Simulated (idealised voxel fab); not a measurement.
process module | voxel transistor to metal
cross-section cut | 290 nm wide | cells 5 nm
A cross-section is a grid of square cells, given in bands from the top down. A band is one or more rows of cells.
Each band's line starts with the height of the band's top and of its bottom, in nm. Then come its materials from left to right, each with its width in nm. One material with "throughout" fills the band from edge to edge. "air" is empty space.
Height 0 is the level under which the wafer as received is all one material. The lowest band goes on downwards, as in "0 down".
A width such as "30 to 40" changes by the same amount from each row of cells to the next, from the band's top row to its bottom row.
"no change" after a step means that no cell of the cross-section changed.
closed voids: empty space of 8 cells or more with no open way to the top, each as width x height at its distance from the left edge, in nm
after a step's settings: what the simulator itself notes on the step
overlay nm, on a step with a mask: how far to the right of its planned place the mask lay; to the left if negative
plan
1 op RECEIVE | material Si
2 op CONFORMAL_DEP | material SiO2 | thk nm 5
3 op CONFORMAL_DEP | material SiN | thk nm 15
4 op DIRECTIONAL_DEP | material aC | thk nm 10
5 op PATTERN | tone cover | mask id ACTIVE | material resist | width nm 105 | pitch nm 135 | thk nm 30 | overlay nm 0
6 op DIRECTIONAL_ETCH | etch materials aC | depth nm 10
7 op STRIP | etch materials resist
8 op DIRECTIONAL_ETCH | etch materials SiN | depth nm 15
9 op DIRECTIONAL_ETCH | etch materials SiO2 | depth nm 5
10 op DIRECTIONAL_ETCH | etch materials Si | depth nm 35
11 op STRIP | etch materials aC
12 op OXIDIZE | depth nm 5
13 op FILL_DEP | material SiO2 | thk nm 15
14 op CMP | height nm 20
15 op SELECTIVE_ETCH | etch materials SiO2 | depth nm 10
16 op STRIP | etch materials SiN
17 op SELECTIVE_ETCH | etch materials SiO2 | depth nm 5
18 op OXIDIZE | depth nm 5
19 op DIRECTIONAL_DEP | material polySi | thk nm 25
20 op DIRECTIONAL_DEP | material SiCN | thk nm 10
21 op MASKED_ETCH | tone cover | mask id GATE | width nm 25 | pitch nm 135 | etch materials SiCN | depth nm 20 | overlay nm 0
22 op MASKED_ETCH | tone cover | mask id GATE | width nm 25 | pitch nm 135 | etch materials polySi | depth nm 35 | overlay nm 0
23 op CONFORMAL_DEP | material SiO2 | thk nm 5
24 op DIRECTIONAL_ETCH | etch materials SiO2 | depth nm 5
25 op CONFORMAL_DEP | material SiN | thk nm 10
26 op DIRECTIONAL_ETCH | etch materials SiN | depth nm 10
27 op DIRECTIONAL_ETCH | etch materials SiO2 | depth nm 5
28 op DIRECTIONAL_ETCH | etch materials Si | depth nm 10
29 op EPI | material pSi | thk nm 15
30 op FILL_DEP | material SiO2 | thk nm 10
31 op CMP | height nm 25
32 op STRIP | etch materials polySi
33 op SELECTIVE_ETCH | etch materials SiO2 | depth nm 5
34 op CONFORMAL_DEP | material HfO2 | thk nm 5
35 op CONFORMAL_DEP | material TiN | thk nm 5
36 op FILL_DEP | material W | thk nm 10
37 op CMP | height nm 20
38 op DIRECTIONAL_DEP | material SiO2 | thk nm 10
39 op DIRECTIONAL_DEP | material aC | thk nm 15
40 op PATTERN | tone open | mask id CONTACT | material resist | width nm 20 | thk nm 35 | overlay nm 0
41 op DIRECTIONAL_ETCH | etch materials aC | depth nm 15
42 op STRIP | etch materials resist
43 op DIRECTIONAL_ETCH | etch materials SiO2 | depth nm 20
44 op STRIP | etch materials aC
45 op CONFORMAL_DEP | material TiN | thk nm 5
46 op FILL_DEP | material Ru | thk nm 5
47 op CMP | height nm 30
48 op DIRECTIONAL_DEP | material TiN | thk nm 5
49 op DIRECTIONAL_DEP | material W | thk nm 20
50 op DIRECTIONAL_DEP | material aC | thk nm 10
51 op PATTERN | tone cover | mask id METAL_1 | material resist | width nm 20 | thk nm 25 | overlay nm 0
52 op DIRECTIONAL_ETCH | etch materials aC | depth nm 10
53 op STRIP | etch materials resist
54 op DIRECTIONAL_ETCH | etch materials W | depth nm 20
55 op DIRECTIONAL_ETCH | etch materials TiN | depth nm 5
56 op STRIP | etch materials aC
57 op FILL_DEP | material lowk | thk nm 10
58 op CMP | height nm 55
59 op CONFORMAL_DEP | material SiCN | thk nm 5
60 op DIRECTIONAL_DEP | material SiO2 | thk nm 35
61 op MASKED_ETCH | tone open | mask id METAL_2_HOLES | width nm 15 | pitch nm 135 | etch materials SiO2 | depth nm 35 | overlay nm 0
62 op DIRECTIONAL_DEP | material aC | thk nm 10
63 op PATTERN | tone open | mask id METAL_2 | material resist | width nm 20 | pitch nm 135 | thk nm 25 | overlay nm 0
64 op DIRECTIONAL_ETCH | etch materials aC | depth nm 10
65 op STRIP | etch materials resist
66 op DIRECTIONAL_ETCH | etch materials SiO2 | depth nm 20
67 op DIRECTIONAL_ETCH | etch materials SiCN | depth nm 5
68 op STRIP | etch materials aC
69 op CONFORMAL_DEP | material TiN | thk nm 5
70 op FILL_DEP | material Cu | thk nm 10
71 op CMP | height nm 95
72 op CONFORMAL_DEP | material SiN | thk nm 5
as received, after step 1
  0 down: Si throughout
  closed voids: none
a wafer at the end: this start, this plan, one mistake
  100 to 95: SiN throughout
  95 to 80: SiO2 30 | TiN 5 | Cu 10 | TiN 5 | SiO2 115 | TiN 5 | Cu 10 | TiN 5 | SiO2 105
  80 to 75: SiO2 30 | TiN 5 | Cu 5 | TiN 10 | SiO2 115 | TiN 5 | Cu 5 | TiN 10 | SiO2 105
  75 to 60: SiO2 30 | TiN 5 | Cu 5 | TiN 5 | SiO2 120 | TiN 5 | Cu 5 | TiN 5 | SiO2 110
  60 to 55: SiCN 30 | TiN 15 | SiCN 120 | TiN 15 | SiCN 110
  55 to 35: lowk 30 | W 20 | lowk 55 | W 20 | lowk 40 | W 20 | lowk 55 | W 20 | lowk 30
  35 to 30: lowk 30 | TiN 20 | lowk 55 | TiN 20 | lowk 40 | TiN 20 | lowk 55 | TiN 20 | lowk 30
  30 to 20: SiO2 30 | TiN 5 | Ru 10 | TiN 5 | SiO2 55 | TiN 5 | Ru 10 | TiN 5 | SiO2 40 | TiN 5 | Ru 10 | TiN 5 | SiO2 55 | TiN 5 | Ru 10 | TiN 5 | SiO2 30
  20 to 15: SiO2 30 | TiN 5 | Ru 10 | TiN 5 | SiN 10 | HfO2 5 | TiN 5 | Cu 15 | TiN 5 | HfO2 5 | SiN 10 | TiN 5 | Ru 10 | TiN 5 | SiO2 40 | TiN 5 | Ru 10 | TiN 5 | SiN 10 | HfO2 5 | TiN 5 | Cu 15 | TiN 5 | HfO2 5 | SiN 10 | TiN 5 | Ru 10 | TiN 5 | SiO2 30
  15 to 10: SiO2 30 | TiN 20 | SiN 10 | HfO2 5 | TiN 5 | Cu 15 | TiN 5 | HfO2 5 | SiN 10 | TiN 20 | SiO2 40 | TiN 20 | SiN 10 | HfO2 5 | TiN 5 | Cu 15 | TiN 5 | HfO2 5 | SiN 10 | TiN 20 | SiO2 30
  10 to 5: SiO2 30 | pSi 20 | SiN 10 | HfO2 5 | TiN 5 | Cu 15 | TiN 5 | HfO2 5 | SiN 10 | pSi 20 | SiO2 40 | pSi 20 | SiN 10 | HfO2 5 | TiN 5 | Cu 15 | TiN 5 | HfO2 5 | SiN 10 | pSi 20 | SiO2 30
  5 to 0: SiO2 25 | SiN 10 | pSi 15 | SiN 10 | HfO2 5 | TiN 25 | HfO2 5 | SiN 10 | pSi 15 | SiN 10 | SiO2 30 | SiN 10 | pSi 15 | SiN 10 | HfO2 5 | TiN 25 | HfO2 5 | SiN 10 | pSi 15 | SiN 10 | SiO2 25
  0 to -5: SiO2 35 | pSi 15 | SiO2 10 | HfO2 35 | SiO2 10 | pSi 15 | SiO2 50 | pSi 15 | SiO2 10 | HfO2 35 | SiO2 10 | pSi 15 | SiO2 35
  -5 to -15: SiO2 30 | Si 5 | pSi 15 | Si 55 | pSi 15 | Si 5 | SiO2 40 | Si 5 | pSi 15 | Si 55 | pSi 15 | Si 5 | SiO2 30
  -15 to -40: SiO2 30 | Si 95 | SiO2 40 | Si 95 | SiO2 30
  -40 down: Si throughout
  closed voids: none
what went wrong: step 36 ran as: op FILL_DEP | material Cu | thk nm 10
